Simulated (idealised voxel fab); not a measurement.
Process module, titled voxel capacitor over wiring
Pictured: cross-section cut, 215 nm wide, on a grid of 5 nm square cells.
We lay out every cross-section as a grid of square cells and spell it out in bands from the top down, where one band means one or more rows of cells.
Read a band's entry like this: the first values are the height of its top and the height of its bottom in nm, and what follows is the sequence of materials from left to right, each with its width in nm. Note that "air" is empty space, and that a single material marked "all across" reaches across the band from edge to edge.
Note: height 0 marks the level under which the wafer is uniformly one material as received. Lowest band unbounded below, written "0 nm and below".
Top row gets the first number, bottom row gets the second, and each row in between changes by the same step: that is how a band width like "30->40" works.
"nothing altered" after a step means that no cell of the cross-section changed.
For the entry "Enclosed void listing", the listed items are empty spaces with no open way to the top whose size is 8 cells or more; each item follows the pattern width x height at distance, where distance is from the left edge and all three are in nm.
after a step's settings: what the simulator itself notes on the step
The setting "overlay nm" may be written on the line of a step. When the step uses a mask, the value reports how far to the right of the planned place the mask lay, and a negative value reports that it lay to the left.
-- Intended process steps
- 1: op RECEIVE | material Si
- 2: op CONFORMAL_DEP | material SiO2 | thk nm 15
- 3: op DIRECTIONAL_DEP | material TiN | thk nm 5
- 4: op DIRECTIONAL_DEP | material W | thk nm 15
- 5: op DIRECTIONAL_DEP | material aC | thk nm 15
- 6: op PATTERN | tone cover | mask id METAL_1 | material resist | width nm 20 | pitch nm 70 | thk nm 35 | overlay nm 0
- 7: op DIRECTIONAL_ETCH | etch materials aC | depth nm 15
- 8: op STRIP | etch materials resist
- 9: op DIRECTIONAL_ETCH | etch materials W | depth nm 15
- 10: op DIRECTIONAL_ETCH | etch materials TiN | depth nm 5
- 11: op STRIP | etch materials aC
- 12: op CONFORMAL_DEP | material SiN | thk nm 5
- 13: op FILL_DEP | material lowk | thk nm 10
- 14: op CMP | height nm 35
- 15: op CONFORMAL_DEP | material SiCN | thk nm 5
- 16: op DIRECTIONAL_DEP | material lowk | thk nm 20
- 17: op MASKED_ETCH | tone open | mask id PLUG_1 | width nm 15 | etch materials lowk | depth nm 20 | overlay nm 0
- 18: op MASKED_ETCH | tone open | mask id PLUG_1 | width nm 15 | etch materials SiCN | depth nm 5 | overlay nm 0
- 19: op CONFORMAL_DEP | material TiN | thk nm 5
- 20: op FILL_DEP | material Cu | thk nm 10
- 21: op CMP | height nm 60
- 22: op DIRECTIONAL_DEP | material TiN | thk nm 10
- 23: op DIRECTIONAL_DEP | material HfO2 | thk nm 5
- 24: op DIRECTIONAL_DEP | material TiN | thk nm 10
- 25: op PATTERN | tone cover | mask id UPPER_PLATE | material resist | width nm 55 | thk nm 15 | overlay nm 0
- 26: op DIRECTIONAL_ETCH | etch materials TiN | depth nm 10
- 27: op DIRECTIONAL_ETCH | etch materials HfO2 | depth nm 5
- 28: op STRIP | etch materials resist
- 29: op PATTERN | tone cover | mask id LOWER_PLATE | material resist | width nm 65 | thk nm 20 | overlay nm 0
- 30: op DIRECTIONAL_ETCH | etch materials TiN | depth nm 10
- 31: op STRIP | etch materials resist
- 32: op FILL_DEP | material SiO2 | thk nm 20
- 33: op CMP | height nm 100
- 34: op MASKED_ETCH | tone open | mask id PLUG_2 | width nm 15 | etch materials SiO2 | depth nm 15 | overlay nm 0
- 35: op CONFORMAL_DEP | material TiN | thk nm 5
- 36: op FILL_DEP | material Cu | thk nm 10
- 37: op CMP | height nm 100
- 38: op CONFORMAL_DEP | material SiN | thk nm 5
-- The first wafer of two, processed as planned
-- Incoming wafer in cross-section (state: after step 1)
- 0 nm and below | Si all across
- Enclosed void listing: none
-- After step 2, in cross-section
- 15 nm to 0 nm | SiO2 all across
- For the remainder of the cross-section, below 0, there is no change.
-- After step 3, in cross-section
- 20 nm to 15 nm | TiN all across
- For the remainder of the cross-section, below 15, there is no change.
-- After step 4, in cross-section
- 35 nm to 20 nm | W all across
- For the remainder of the cross-section, below 20, there is no change.
-- After step 5, in cross-section
- 50 nm to 35 nm | aC all across
- For the remainder of the cross-section, below 35, there is no change.
-- After step 6, in cross-section
- 85 nm to 50 nm | air=60  resist=20  air=50  resist=20  air=65
- For the remainder of the cross-section, below 50, there is no change.
-- After step 7, in cross-section
- 70 nm to 50 nm | air=60  resist=20  air=50  resist=20  air=65
- 50 nm to 35 nm | air=60  aC=20  air=50  aC=20  air=65
- For the remainder of the cross-section, below 35, there is no change.
-- After step 8, in cross-section
- 50 nm to 35 nm | air=60  aC=20  air=50  aC=20  air=65
- For the remainder of the cross-section, below 35, there is no change.
-- After step 9, in cross-section
- 50 nm to 35 nm | air=60  aC=20  air=50  aC=20  air=65
- 35 nm to 20 nm | air=60  W=20  air=50  W=20  air=65
- For the remainder of the cross-section, below 20, there is no change.
-- After step 10, in cross-section
- 50 nm to 35 nm | air=60  aC=20  air=50  aC=20  air=65
- 35 nm to 20 nm | air=60  W=20  air=50  W=20  air=65
- 20 nm to 15 nm | air=60  TiN=20  air=50  TiN=20  air=65
- For the remainder of the cross-section, below 15, there is no change.
-- After step 11, in cross-section
- 35 nm to 20 nm | air=60  W=20  air=50  W=20  air=65
- For the remainder of the cross-section, below 20, there is no change.
-- After step 12, in cross-section
- 40 nm to 35 nm | air=55  SiN=30  air=40  SiN=30  air=60
- 35 nm to 20 nm | air=55  SiN=5  W=20  SiN=5  air=40  SiN=5  W=20  SiN=5  air=60
- 20 nm to 15 nm | SiN=60  TiN=20  SiN=50  TiN=20  SiN=65
- For the remainder of the cross-section, below 15, there is no change.
-- After step 13, in cross-section
- 50 nm to 40 nm | lowk all across
- 40 nm to 35 nm | lowk=55  SiN=30  lowk=40  SiN=30  lowk=60
- 35 nm to 20 nm | lowk=55  SiN=5  W=20  SiN=5  lowk=40  SiN=5  W=20  SiN=5  lowk=60
- For the remainder of the cross-section, below 20, there is no change.
-- After step 14, in cross-section
- 35 nm to 20 nm | lowk=55  SiN=5  W=20  SiN=5  lowk=40  SiN=5  W=20  SiN=5  lowk=60
- For the remainder of the cross-section, below 20, there is no change.
-- After step 15, in cross-section
- 40 nm to 35 nm | SiCN all across
- For the remainder of the cross-section, below 35, there is no change.
-- After step 16, in cross-section
- 60 nm to 40 nm | lowk all across
- For the remainder of the cross-section, below 40, there is no change.
-- After step 17, in cross-section
- 60 nm to 40 nm | lowk=65  air=15  lowk=135
- For the remainder of the cross-section, below 40, there is no change.
-- After step 18, in cross-section
- 60 nm to 40 nm | lowk=65  air=15  lowk=135
- 40 nm to 35 nm | SiCN=65  air=15  SiCN=135
- For the remainder of the cross-section, below 35, there is no change.
-- After step 19, in cross-section
- 65 nm to 60 nm | TiN=70  air=5  TiN=140
- 60 nm to 40 nm | lowk=65  TiN=5  air=5  TiN=5  lowk=135
- 40 nm to 35 nm | SiCN=65  TiN=15  SiCN=135
- For the remainder of the cross-section, below 35, there is no change.
-- After step 20, in cross-section
- 75 nm to 65 nm | Cu all across
- 65 nm to 60 nm | TiN=70  Cu=5  TiN=140
- 60 nm to 40 nm | lowk=65  TiN=5  Cu=5  TiN=5  lowk=135
- For the remainder of the cross-section, below 40, there is no change.
-- After step 21, in cross-section
- 60 nm to 40 nm | lowk=65  TiN=5  Cu=5  TiN=5  lowk=135
- For the remainder of the cross-section, below 40, there is no change.
-- After step 22, in cross-section
- 70 nm to 60 nm | TiN all across
- For the remainder of the cross-section, below 60, there is no change.
-- After step 23, in cross-section
- 75 nm to 70 nm | HfO2 all across
- For the remainder of the cross-section, below 70, there is no change.
-- After step 24, in cross-section
- 85 nm to 75 nm | TiN all across
- For the remainder of the cross-section, below 75, there is no change.
-- After step 25, in cross-section
- 100 nm to 85 nm | air=65  resist=55  air=95
- For the remainder of the cross-section, below 85, there is no change.
-- After step 26, in cross-section
- 100 nm to 85 nm | air=65  resist=55  air=95
- 85 nm to 75 nm | air=65  TiN=55  air=95
- For the remainder of the cross-section, below 75, there is no change.
-- After step 27, in cross-section
- 100 nm to 85 nm | air=65  resist=55  air=95
- 85 nm to 75 nm | air=65  TiN=55  air=95
- 75 nm to 70 nm | air=65  HfO2=55  air=95
- For the remainder of the cross-section, below 70, there is no change.
-- After step 28, in cross-section
- 85 nm to 75 nm | air=65  TiN=55  air=95
- For the remainder of the cross-section, below 75, there is no change.
-- After step 29, in cross-section
- 105 nm to 85 nm | air=60  resist=65  air=90
- 85 nm to 75 nm | air=60  resist=5  TiN=55  resist=5  air=90
- 75 nm to 70 nm | air=60  resist=5  HfO2=55  resist=5  air=90
- For the remainder of the cross-section, below 70, there is no change.
-- After step 30, in cross-section
- 105 nm to 85 nm | air=60  resist=65  air=90
- 85 nm to 75 nm | air=60  resist=5  TiN=55  resist=5  air=90
- 75 nm to 70 nm | air=60  resist=5  HfO2=55  resist=5  air=90
- 70 nm to 60 nm | air=60  TiN=65  air=90
- For the remainder of the cross-section, below 60, there is no change.
-- After step 31, in cross-section
- 85 nm to 75 nm | air=65  TiN=55  air=95
- 75 nm to 70 nm | air=65  HfO2=55  air=95
- For the remainder of the cross-section, below 70, there is no change.
-- After step 32, in cross-section
- 105 nm to 85 nm | SiO2 all across
- 85 nm to 75 nm | SiO2=65  TiN=55  SiO2=95
- 75 nm to 70 nm | SiO2=65  HfO2=55  SiO2=95
- 70 nm to 60 nm | SiO2=60  TiN=65  SiO2=90
- For the remainder of the cross-section, below 60, there is no change.
-- After step 33, in cross-section
- 100 nm to 85 nm | SiO2 all across
- For the remainder of the cross-section, below 85, there is no change.
-- After step 34, in cross-section
- 100 nm to 85 nm | SiO2=75  air=15  SiO2=125
- For the remainder of the cross-section, below 85, there is no change.
-- After step 35, in cross-section
- 105 nm to 100 nm | TiN=80  air=5  TiN=130
- 100 nm to 90 nm | SiO2=75  TiN=5  air=5  TiN=5  SiO2=125
- 90 nm to 85 nm | SiO2=75  TiN=15  SiO2=125
- For the remainder of the cross-section, below 85, there is no change.
-- After step 36, in cross-section
- 115 nm to 105 nm | Cu all across
- 105 nm to 100 nm | TiN=80  Cu=5  TiN=130
- 100 nm to 90 nm | SiO2=75  TiN=5  Cu=5  TiN=5  SiO2=125
- For the remainder of the cross-section, below 90, there is no change.
-- After step 37, in cross-section
- 100 nm to 90 nm | SiO2=75  TiN=5  Cu=5  TiN=5  SiO2=125
- For the remainder of the cross-section, below 90, there is no change.
-- After step 38, in cross-section
- 105 nm to 100 nm | SiN all across
- For the remainder of the cross-section, below 100, there is no change.
-- Wafer two of two - same starting point, same process plan, one mistake in execution; matches wafer one up to and including step 1
-- Second wafer at the planned finish of step 2, seen in cross-section
- 30 nm to 0 nm | SiO2 all across
- For the remainder of the cross-section, below 0, there is no change.
-- Second wafer at the planned finish of step 3, seen in cross-section
- 35 nm to 30 nm | TiN all across
- For the remainder of the cross-section, below 30, there is no change.
-- Second wafer at the planned finish of step 4, seen in cross-section
- 50 nm to 35 nm | W all across
- For the remainder of the cross-section, below 35, there is no change.
-- Second wafer at the planned finish of step 5, seen in cross-section
- 65 nm to 50 nm | aC all across
- For the remainder of the cross-section, below 50, there is no change.
-- Second wafer at the planned finish of step 6, seen in cross-section
- 100 nm to 65 nm | air=60  resist=20  air=50  resist=20  air=65
- For the remainder of the cross-section, below 65, there is no change.
-- Second wafer at the planned finish of step 7, seen in cross-section
- 85 nm to 65 nm | air=60  resist=20  air=50  resist=20  air=65
- 65 nm to 50 nm | air=60  aC=20  air=50  aC=20  air=65
- For the remainder of the cross-section, below 50, there is no change.
-- Second wafer at the planned finish of step 8, seen in cross-section
- 65 nm to 50 nm | air=60  aC=20  air=50  aC=20  air=65
- For the remainder of the cross-section, below 50, there is no change.
-- Second wafer at the planned finish of step 9, seen in cross-section
- 65 nm to 50 nm | air=60  aC=20  air=50  aC=20  air=65
- 50 nm to 35 nm | air=60  W=20  air=50  W=20  air=65
- For the remainder of the cross-section, below 35, there is no change.
-- Second wafer at the planned finish of step 10, seen in cross-section
- 65 nm to 50 nm | air=60  aC=20  air=50  aC=20  air=65
- 50 nm to 35 nm | air=60  W=20  air=50  W=20  air=65
- 35 nm to 30 nm | air=60  TiN=20  air=50  TiN=20  air=65
- For the remainder of the cross-section, below 30, there is no change.
-- Second wafer at the planned finish of step 11, seen in cross-section
- 50 nm to 35 nm | air=60  W=20  air=50  W=20  air=65
- For the remainder of the cross-section, below 35, there is no change.
-- Second wafer at the planned finish of step 12, seen in cross-section
- 55 nm to 50 nm | air=55  SiN=30  air=40  SiN=30  air=60
- 50 nm to 35 nm | air=55  SiN=5  W=20  SiN=5  air=40  SiN=5  W=20  SiN=5  air=60
- 35 nm to 30 nm | SiN=60  TiN=20  SiN=50  TiN=20  SiN=65
- For the remainder of the cross-section, below 30, there is no change.
-- Second wafer at the planned finish of step 13, seen in cross-section
- 65 nm to 55 nm | lowk all across
- 55 nm to 50 nm | lowk=55  SiN=30  lowk=40  SiN=30  lowk=60
- 50 nm to 35 nm | lowk=55  SiN=5  W=20  SiN=5  lowk=40  SiN=5  W=20  SiN=5  lowk=60
- For the remainder of the cross-section, below 35, there is no change.
-- Second wafer at the planned finish of step 14, seen in cross-section
- 35 nm to 30 nm | SiN=60  TiN=20  SiN=50  TiN=20  SiN=65
- For the remainder of the cross-section, below 30, there is no change.
-- Second wafer at the planned finish of step 15, seen in cross-section
- 40 nm to 35 nm | SiCN all across
- For the remainder of the cross-section, below 35, there is no change.
-- Second wafer at the planned finish of step 16, seen in cross-section
- 60 nm to 40 nm | lowk all across
- For the remainder of the cross-section, below 40, there is no change.
-- Second wafer at the planned finish of step 17, seen in cross-section
- 60 nm to 40 nm | lowk=65  air=15  lowk=135
- For the remainder of the cross-section, below 40, there is no change.
-- Second wafer at the planned finish of step 18, seen in cross-section
- 60 nm to 40 nm | lowk=65  air=15  lowk=135
- 40 nm to 35 nm | SiCN=65  air=15  SiCN=135
- For the remainder of the cross-section, below 35, there is no change.
-- Second wafer at the planned finish of step 19, seen in cross-section
- 65 nm to 60 nm | TiN=70  air=5  TiN=140
- 60 nm to 40 nm | lowk=65  TiN=5  air=5  TiN=5  lowk=135
- 40 nm to 35 nm | SiCN=65  TiN=15  SiCN=135
- For the remainder of the cross-section, below 35, there is no change.
-- Second wafer at the planned finish of step 20, seen in cross-section
- 75 nm to 65 nm | Cu all across
- 65 nm to 60 nm | TiN=70  Cu=5  TiN=140
- 60 nm to 40 nm | lowk=65  TiN=5  Cu=5  TiN=5  lowk=135
- For the remainder of the cross-section, below 40, there is no change.
-- Second wafer at the planned finish of step 21, seen in cross-section
- 60 nm to 40 nm | lowk=65  TiN=5  Cu=5  TiN=5  lowk=135
- For the remainder of the cross-section, below 40, there is no change.
-- Second wafer at the planned finish of step 22, seen in cross-section
- 70 nm to 60 nm | TiN all across
- For the remainder of the cross-section, below 60, there is no change.
-- Second wafer at the planned finish of step 23, seen in cross-section
- 75 nm to 70 nm | HfO2 all across
- For the remainder of the cross-section, below 70, there is no change.
-- Second wafer at the planned finish of step 24, seen in cross-section
- 85 nm to 75 nm | TiN all across
- For the remainder of the cross-section, below 75, there is no change.
-- Second wafer at the planned finish of step 25, seen in cross-section
- 100 nm to 85 nm | air=65  resist=55  air=95
- For the remainder of the cross-section, below 85, there is no change.
-- Second wafer at the planned finish of step 26, seen in cross-section
- 100 nm to 85 nm | air=65  resist=55  air=95
- 85 nm to 75 nm | air=65  TiN=55  air=95
- For the remainder of the cross-section, below 75, there is no change.
-- Second wafer at the planned finish of step 27, seen in cross-section
- 100 nm to 85 nm | air=65  resist=55  air=95
- 85 nm to 75 nm | air=65  TiN=55  air=95
- 75 nm to 70 nm | air=65  HfO2=55  air=95
- For the remainder of the cross-section, below 70, there is no change.
-- Second wafer at the planned finish of step 28, seen in cross-section
- 85 nm to 75 nm | air=65  TiN=55  air=95
- For the remainder of the cross-section, below 75, there is no change.
-- Second wafer at the planned finish of step 29, seen in cross-section
- 105 nm to 85 nm | air=60  resist=65  air=90
- 85 nm to 75 nm | air=60  resist=5  TiN=55  resist=5  air=90
- 75 nm to 70 nm | air=60  resist=5  HfO2=55  resist=5  air=90
- For the remainder of the cross-section, below 70, there is no change.
-- Second wafer at the planned finish of step 30, seen in cross-section
- 105 nm to 85 nm | air=60  resist=65  air=90
- 85 nm to 75 nm | air=60  resist=5  TiN=55  resist=5  air=90
- 75 nm to 70 nm | air=60  resist=5  HfO2=55  resist=5  air=90
- 70 nm to 60 nm | air=60  TiN=65  air=90
- For the remainder of the cross-section, below 60, there is no change.
-- Second wafer at the planned finish of step 31, seen in cross-section
- 85 nm to 75 nm | air=65  TiN=55  air=95
- 75 nm to 70 nm | air=65  HfO2=55  air=95
- For the remainder of the cross-section, below 70, there is no change.
-- Second wafer at the planned finish of step 32, seen in cross-section
- 105 nm to 85 nm | SiO2 all across
- 85 nm to 75 nm | SiO2=65  TiN=55  SiO2=95
- 75 nm to 70 nm | SiO2=65  HfO2=55  SiO2=95
- 70 nm to 60 nm | SiO2=60  TiN=65  SiO2=90
- For the remainder of the cross-section, below 60, there is no change.
-- Second wafer at the planned finish of step 33, seen in cross-section
- 100 nm to 85 nm | SiO2 all across
- For the remainder of the cross-section, below 85, there is no change.
-- Second wafer at the planned finish of step 34, seen in cross-section
- 100 nm to 85 nm | SiO2=75  air=15  SiO2=125
- For the remainder of the cross-section, below 85, there is no change.
-- Second wafer at the planned finish of step 35, seen in cross-section
- 105 nm to 100 nm | TiN=80  air=5  TiN=130
- 100 nm to 90 nm | SiO2=75  TiN=5  air=5  TiN=5  SiO2=125
- 90 nm to 85 nm | SiO2=75  TiN=15  SiO2=125
- For the remainder of the cross-section, below 85, there is no change.
-- Second wafer at the planned finish of step 36, seen in cross-section
- 115 nm to 105 nm | Cu all across
- 105 nm to 100 nm | TiN=80  Cu=5  TiN=130
- 100 nm to 90 nm | SiO2=75  TiN=5  Cu=5  TiN=5  SiO2=125
- For the remainder of the cross-section, below 90, there is no change.
-- Second wafer at the planned finish of step 37, seen in cross-section
- 100 nm to 90 nm | SiO2=75  TiN=5  Cu=5  TiN=5  SiO2=125
- For the remainder of the cross-section, below 90, there is no change.
-- Second wafer at the planned finish of step 38, seen in cross-section
- 105 nm to 100 nm | SiN all across
- For the remainder of the cross-section, below 100, there is no change.
Processing error: twice over, step 2 of the plan was run
Wrapping up, a cell-based count of both wafers puts the second over or under the first for these materials: 12 fewer of SiN, 129 more of SiO2, 24 fewer of W, 93 fewer of lowk
